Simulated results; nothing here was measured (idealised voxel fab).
process module | voxel self aligned vias
cross-section cut | 225 nm wide | cells 5 nm
A cross-section is a grid of square cells, given in bands from the top down. A band is one or more rows of cells.
Each band's line starts with the height of the band's top and of its bottom, in nm. Then come its materials from left to right, each with its width in nm. One material with "throughout" fills the band from edge to edge. "air" is empty space.
Height 0 is the level under which the wafer as received is all one material. The lowest band goes on downwards, as in "0 down".
A width such as "30 to 40" changes by the same amount from each row of cells to the next, from the band's top row to its bottom row.
"no change" after a step means that no cell of the cross-section changed.
closed voids: empty space of 8 cells or more with no open way to the top, each as width x height at its distance from the left edge, in nm
after a step's settings: what the simulator itself notes on the step
overlay nm, on a step with a mask: how far to the right of its planned place the mask lay; to the left if negative
plan
1 op RECEIVE | material Si
2 op CONFORMAL_DEP | material SiO2 | thk nm 15
3 op CONFORMAL_DEP | material SiCN | thk nm 5
4 op DIRECTIONAL_DEP | material SiO2 | thk nm 25
5 op MASKED_ETCH | tone open | mask id LINES | width nm 25 | pitch nm 55 | etch materials SiO2 | depth nm 25 | overlay nm 0
6 op CONFORMAL_DEP | material TiN | thk nm 5
7 op FILL_DEP | material W | thk nm 10
8 op CMP | height nm 45
9 op SELECTIVE_ETCH | etch materials W Ru TiN | depth nm 5
10 op FILL_DEP | material SiN | thk nm 5
11 op CMP | height nm 45
12 op DIRECTIONAL_DEP | material SiO2 | thk nm 15
13 op MASKED_ETCH | tone open | mask id VIAS | width nm 35 | pitch nm 55 | etch materials SiO2 | depth nm 15 | overlay nm 0
14 op MASKED_ETCH | tone open | mask id VIAS | width nm 35 | pitch nm 55 | etch materials SiN | depth nm 5 | overlay nm 0
15 op CONFORMAL_DEP | material TiN | thk nm 5
16 op FILL_DEP | material W | thk nm 10
17 op CMP | height nm 60
18 op CONFORMAL_DEP | material SiN | thk nm 5
first wafer, as planned
as received, after step 1
  0 down: Si throughout
  closed voids: none
after step 2
  15 to 0: SiO2 throughout
  below 0: unchanged
after step 3
  20 to 15: SiCN throughout
  below 15: unchanged
after step 4
  45 to 20: SiO2 throughout
  below 20: unchanged
after step 5
  45 to 20: SiO2 70 | air 25 | SiO2 30 | air 25 | SiO2 75
  below 20: unchanged
after step 6
  50 to 45: TiN 75 | air 15 | TiN 40 | air 15 | TiN 80
  45 to 25: SiO2 70 | TiN 5 | air 15 | TiN 5 | SiO2 30 | TiN 5 | air 15 | TiN 5 | SiO2 75
  25 to 20: SiO2 70 | TiN 25 | SiO2 30 | TiN 25 | SiO2 75
  below 20: unchanged
after step 7
  60 to 50: W throughout
  50 to 45: TiN 75 | W 15 | TiN 40 | W 15 | TiN 80
  45 to 25: SiO2 70 | TiN 5 | W 15 | TiN 5 | SiO2 30 | TiN 5 | W 15 | TiN 5 | SiO2 75
  below 25: unchanged
after step 8
  45 to 25: SiO2 70 | TiN 5 | W 15 | TiN 5 | SiO2 30 | TiN 5 | W 15 | TiN 5 | SiO2 75
  below 25: unchanged
after step 9
  45 to 40: SiO2 70 | air 25 | SiO2 30 | air 25 | SiO2 75
  below 40: unchanged
after step 10
  50 to 45: SiN throughout
  45 to 40: SiO2 70 | SiN 25 | SiO2 30 | SiN 25 | SiO2 75
  below 40: unchanged
after step 11
  45 to 40: SiO2 70 | SiN 25 | SiO2 30 | SiN 25 | SiO2 75
  below 40: unchanged
after step 12
  60 to 45: SiO2 throughout
  below 45: unchanged
after step 13
  60 to 45: SiO2 65 | air 35 | SiO2 20 | air 35 | SiO2 70
  below 45: unchanged
after step 14
  60 to 45: SiO2 65 | air 35 | SiO2 20 | air 35 | SiO2 70
  45 to 40: SiO2 70 | air 25 | SiO2 30 | air 25 | SiO2 75
  below 40: unchanged
after step 15
  65 to 60: TiN 70 | air 25 | TiN 30 | air 25 | TiN 75
  60 to 50: SiO2 65 | TiN 5 | air 25 | TiN 5 | SiO2 20 | TiN 5 | air 25 | TiN 5 | SiO2 70
  50 to 45: SiO2 65 | TiN 10 | air 15 | TiN 10 | SiO2 20 | TiN 10 | air 15 | TiN 10 | SiO2 70
  45 to 40: SiO2 70 | TiN 25 | SiO2 30 | TiN 25 | SiO2 75
  below 40: unchanged
after step 16
  75 to 65: W throughout
  65 to 60: TiN 70 | W 25 | TiN 30 | W 25 | TiN 75
  60 to 50: SiO2 65 | TiN 5 | W 25 | TiN 5 | SiO2 20 | TiN 5 | W 25 | TiN 5 | SiO2 70
  50 to 45: SiO2 65 | TiN 10 | W 15 | TiN 10 | SiO2 20 | TiN 10 | W 15 | TiN 10 | SiO2 70
  below 45: unchanged
after step 17
  60 to 50: SiO2 65 | TiN 5 | W 25 | TiN 5 | SiO2 20 | TiN 5 | W 25 | TiN 5 | SiO2 70
  below 50: unchanged
after step 18
  65 to 60: SiN throughout
  below 60: unchanged
second wafer: like start, like plan, one mistake. Through step 2 it matches the first wafer
when step 3 should have ended
  40 to 0: SiO2 throughout
  below 0: unchanged
when step 4 should have ended
  45 to 40: SiCN throughout
  below 40: unchanged
when step 5 should have ended: no change
when step 6 should have ended
  50 to 45: TiN throughout
  below 45: unchanged
when step 7 should have ended
  60 to 50: W throughout
  below 50: unchanged
when step 8 should have ended
  45 to 40: SiCN throughout
  below 40: unchanged
when step 9 should have ended: no change
when step 10 should have ended
  50 to 45: SiN throughout
  below 45: unchanged
when step 11 should have ended
  45 to 40: SiCN throughout
  below 40: unchanged
when step 12 should have ended
  60 to 45: SiO2 throughout
  below 45: unchanged
when step 13 should have ended
  60 to 45: SiO2 65 | air 35 | SiO2 20 | air 35 | SiO2 70
  below 45: unchanged
when step 14 should have ended: no change
when step 15 should have ended
  65 to 60: TiN 70 | air 25 | TiN 30 | air 25 | TiN 75
  60 to 50: SiO2 65 | TiN 5 | air 25 | TiN 5 | SiO2 20 | TiN 5 | air 25 | TiN 5 | SiO2 70
  50 to 45: SiO2 65 | TiN 35 | SiO2 20 | TiN 35 | SiO2 70
  below 45: unchanged
when step 16 should have ended
  75 to 65: W throughout
  65 to 60: TiN 70 | W 25 | TiN 30 | W 25 | TiN 75
  60 to 50: SiO2 65 | TiN 5 | W 25 | TiN 5 | SiO2 20 | TiN 5 | W 25 | TiN 5 | SiO2 70
  below 50: unchanged
when step 17 should have ended
  60 to 50: SiO2 65 | TiN 5 | W 25 | TiN 5 | SiO2 20 | TiN 5 | W 25 | TiN 5 | SiO2 70
  below 50: unchanged
when step 18 should have ended
  65 to 60: SiN throughout
  below 60: unchanged
what went wrong: steps 3 and 4 were swapped
at the end the second wafer has, in cells: 50 more of SiO2 | 26 fewer of TiN | 24 fewer of W
